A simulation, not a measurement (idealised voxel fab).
process module | voxel self aligned contacts
cross-section cut | 255 nm wide | cells 5 nm
A cross-section is a grid of square cells, given in bands from the top down. A band is one or more rows of cells.
Each band's line starts with the height of the band's top and of its bottom, in nm. Then come its materials from left to right, each with its width in nm. One material with "throughout" fills the band from edge to edge. "air" is empty space.
Height 0 is the level under which the wafer as received is all one material. The lowest band goes on downwards, as in "0 down".
A width such as "30 to 40" changes by the same amount from each row of cells to the next, from the band's top row to its bottom row.
"no change" after a step means that no cell of the cross-section changed.
closed voids: empty space of 8 cells or more with no open way to the top, each as width x height at its distance from the left edge, in nm
after a step's settings: what the simulator itself notes on the step
overlay nm, on a step with a mask: how far to the right of its planned place the mask lay; to the left if negative
plan
1 op RECEIVE | material Si
2 op CONFORMAL_DEP | material SiO2 | thk nm 5
3 op DIRECTIONAL_DEP | material polySi | thk nm 25
4 op DIRECTIONAL_DEP | material SiN | thk nm 25
5 op MASKED_ETCH | tone cover | mask id GATE | width nm 30 | pitch nm 70 | etch materials SiN | depth nm 25 | overlay nm 0
6 op MASKED_ETCH | tone cover | mask id GATE | width nm 30 | pitch nm 70 | etch materials polySi | depth nm 25 | overlay nm 0
7 op CONFORMAL_DEP | material SiN | thk nm 10
8 op DIRECTIONAL_ETCH | etch materials SiN | depth nm 10
9 op FILL_DEP | material SiO2 | thk nm 10
10 op CMP | height nm 60
11 op DIRECTIONAL_DEP | material aC | thk nm 15
12 op PATTERN | tone open | mask id CONTACT | material resist | width nm 50 | thk nm 30 | overlay nm 0
13 op DIRECTIONAL_ETCH | etch materials aC | depth nm 15
14 op STRIP | etch materials resist
15 op DIRECTIONAL_ETCH | etch materials SiO2 | depth nm 60
16 op STRIP | etch materials aC
17 op CONFORMAL_DEP | material TiN | thk nm 5
18 op FILL_DEP | material Ru | thk nm 5
19 op CMP | height nm 60
20 op CONFORMAL_DEP | material SiCN | thk nm 5
first wafer, as planned
as received, after step 1
  0 down: Si throughout
  closed voids: none
after step 2
  5 to 0: SiO2 throughout
  below 0: unchanged
after step 3
  30 to 5: polySi throughout
  below 5: unchanged
after step 4
  55 to 30: SiN throughout
  below 30: unchanged
after step 5
  55 to 30: air 75 | SiN 30 | air 40 | SiN 30 | air 80
  below 30: unchanged
after step 6
  55 to 30: air 75 | SiN 30 | air 40 | SiN 30 | air 80
  30 to 5: air 75 | polySi 30 | air 40 | polySi 30 | air 80
  below 5: unchanged
after step 7
  65 to 30: air 65 | SiN 50 | air 20 | SiN 50 | air 70
  30 to 15: air 65 | SiN 10 | polySi 30 | SiN 10 | air 20 | SiN 10 | polySi 30 | SiN 10 | air 70
  15 to 5: SiN 75 | polySi 30 | SiN 40 | polySi 30 | SiN 80
  below 5: unchanged
after step 8
  55 to 30: air 65 | SiN 50 | air 20 | SiN 50 | air 70
  30 to 5: air 65 | SiN 10 | polySi 30 | SiN 10 | air 20 | SiN 10 | polySi 30 | SiN 10 | air 70
  below 5: unchanged
after step 9
  65 to 55: SiO2 throughout
  55 to 30: SiO2 65 | SiN 50 | SiO2 20 | SiN 50 | SiO2 70
  30 to 5: SiO2 65 | SiN 10 | polySi 30 | SiN 10 | SiO2 20 | SiN 10 | polySi 30 | SiN 10 | SiO2 70
  below 5: unchanged
after step 10
  60 to 55: SiO2 throughout
  below 55: unchanged
after step 11
  75 to 60: aC throughout
  below 60: unchanged
after step 12
  105 to 75: resist 100 | air 50 | resist 105
  below 75: unchanged
after step 13
  90 to 75: resist 100 | air 50 | resist 105
  75 to 60: aC 100 | air 50 | aC 105
  below 60: unchanged
after step 14
  75 to 60: aC 100 | air 50 | aC 105
  below 60: unchanged
after step 15
  75 to 60: aC 100 | air 50 | aC 105
  60 to 55: SiO2 100 | air 50 | SiO2 105
  55 to 30: SiO2 65 | SiN 50 | air 20 | SiN 50 | SiO2 70
  30 to 5: SiO2 65 | SiN 10 | polySi 30 | SiN 10 | air 20 | SiN 10 | polySi 30 | SiN 10 | SiO2 70
  5 to 0: SiO2 115 | air 20 | SiO2 120
  below 0: unchanged
after step 16
  60 to 55: SiO2 100 | air 50 | SiO2 105
  below 55: unchanged
after step 17
  65 to 60: TiN 105 | air 40 | TiN 110
  60 to 55: SiO2 100 | TiN 20 | air 10 | TiN 20 | SiO2 105
  55 to 30: SiO2 65 | SiN 50 | TiN 5 | air 10 | TiN 5 | SiN 50 | SiO2 70
  30 to 5: SiO2 65 | SiN 10 | polySi 30 | SiN 10 | TiN 5 | air 10 | TiN 5 | SiN 10 | polySi 30 | SiN 10 | SiO2 70
  5 to 0: SiO2 115 | TiN 20 | SiO2 120
  below 0: unchanged
after step 18
  70 to 65: Ru throughout
  65 to 60: TiN 105 | Ru 40 | TiN 110
  60 to 55: SiO2 100 | TiN 20 | Ru 10 | TiN 20 | SiO2 105
  55 to 30: SiO2 65 | SiN 50 | TiN 5 | Ru 10 | TiN 5 | SiN 50 | SiO2 70
  30 to 5: SiO2 65 | SiN 10 | polySi 30 | SiN 10 | TiN 5 | Ru 10 | TiN 5 | SiN 10 | polySi 30 | SiN 10 | SiO2 70
  below 5: unchanged
after step 19
  60 to 55: SiO2 100 | TiN 20 | Ru 10 | TiN 20 | SiO2 105
  below 55: unchanged
after step 20
  65 to 60: SiCN throughout
  below 60: unchanged
second wafer: like start, like plan, one mistake. Through step 5 it matches the first wafer
when step 6 should have ended
  55 to 30: air 75 | SiN 30 | air 40 | SiN 30 | air 80
  30 to 5: air 70 | polySi 40 | air 30 | polySi 40 | air 75
  below 5: unchanged
when step 7 should have ended
  65 to 40: air 65 | SiN 50 | air 20 | SiN 50 | air 70
  40 to 30: air 60 | SiN 60 | air 10 | SiN 60 | air 65
  30 to 15: air 60 | SiN 10 | polySi 40 | SiN 10 | air 10 | SiN 10 | polySi 40 | SiN 10 | air 65
  15 to 5: SiN 70 | polySi 40 | SiN 30 | polySi 40 | SiN 75
  below 5: unchanged
when step 8 should have ended
  55 to 30: air 65 | SiN 50 | air 20 | SiN 50 | air 70
  30 to 5: air 60 | SiN 10 | polySi 40 | SiN 10 | air 10 | SiN 10 | polySi 40 | SiN 10 | air 65
  below 5: unchanged
when step 9 should have ended
  65 to 55: SiO2 throughout
  55 to 30: SiO2 65 | SiN 50 | SiO2 20 | SiN 50 | SiO2 70
  30 to 5: SiO2 60 | SiN 10 | polySi 40 | SiN 10 | SiO2 10 | SiN 10 | polySi 40 | SiN 10 | SiO2 65
  below 5: unchanged
when step 10 should have ended
  60 to 55: SiO2 throughout
  below 55: unchanged
when step 11 should have ended
  75 to 60: aC throughout
  below 60: unchanged
when step 12 should have ended
  105 to 75: resist 100 | air 50 | resist 105
  below 75: unchanged
when step 13 should have ended
  90 to 75: resist 100 | air 50 | resist 105
  75 to 60: aC 100 | air 50 | aC 105
  below 60: unchanged
when step 14 should have ended
  75 to 60: aC 100 | air 50 | aC 105
  below 60: unchanged
when step 15 should have ended
  75 to 60: aC 100 | air 50 | aC 105
  60 to 55: SiO2 100 | air 50 | SiO2 105
  55 to 30: SiO2 65 | SiN 50 | air 20 | SiN 50 | SiO2 70
  30 to 5: SiO2 60 | SiN 10 | polySi 40 | SiN 10 | air 10 | SiN 10 | polySi 40 | SiN 10 | SiO2 65
  5 to 0: SiO2 120 | air 10 | SiO2 125
  below 0: unchanged
when step 16 should have ended
  60 to 55: SiO2 100 | air 50 | SiO2 105
  below 55: unchanged
when step 17 should have ended
  65 to 60: TiN 105 | air 40 | TiN 110
  60 to 55: SiO2 100 | TiN 20 | air 10 | TiN 20 | SiO2 105
  55 to 35: SiO2 65 | SiN 50 | TiN 5 | air 10 | TiN 5 | SiN 50 | SiO2 70
  35 to 30: SiO2 65 | SiN 50 | TiN 20 | SiN 50 | SiO2 70
  30 to 5: SiO2 60 | SiN 10 | polySi 40 | SiN 10 | TiN 10 | SiN 10 | polySi 40 | SiN 10 | SiO2 65
  5 to 0: SiO2 120 | TiN 10 | SiO2 125
  below 0: unchanged
when step 18 should have ended
  70 to 65: Ru throughout
  65 to 60: TiN 105 | Ru 40 | TiN 110
  60 to 55: SiO2 100 | TiN 20 | Ru 10 | TiN 20 | SiO2 105
  55 to 35: SiO2 65 | SiN 50 | TiN 5 | Ru 10 | TiN 5 | SiN 50 | SiO2 70
  below 35: unchanged
when step 19 should have ended
  60 to 55: SiO2 100 | TiN 20 | Ru 10 | TiN 20 | SiO2 105
  below 55: unchanged
when step 20 should have ended
  65 to 60: SiCN throughout
  below 60: unchanged
what went wrong: step 6 ran as: op MASKED_ETCH | tone cover | mask id GATE | width nm 40 | pitch nm 70 | etch materials polySi | depth nm 25 | overlay nm 0
at the end the second wafer has, in cells: 12 fewer of Ru | 8 fewer of SiO2 | 20 more of polySi
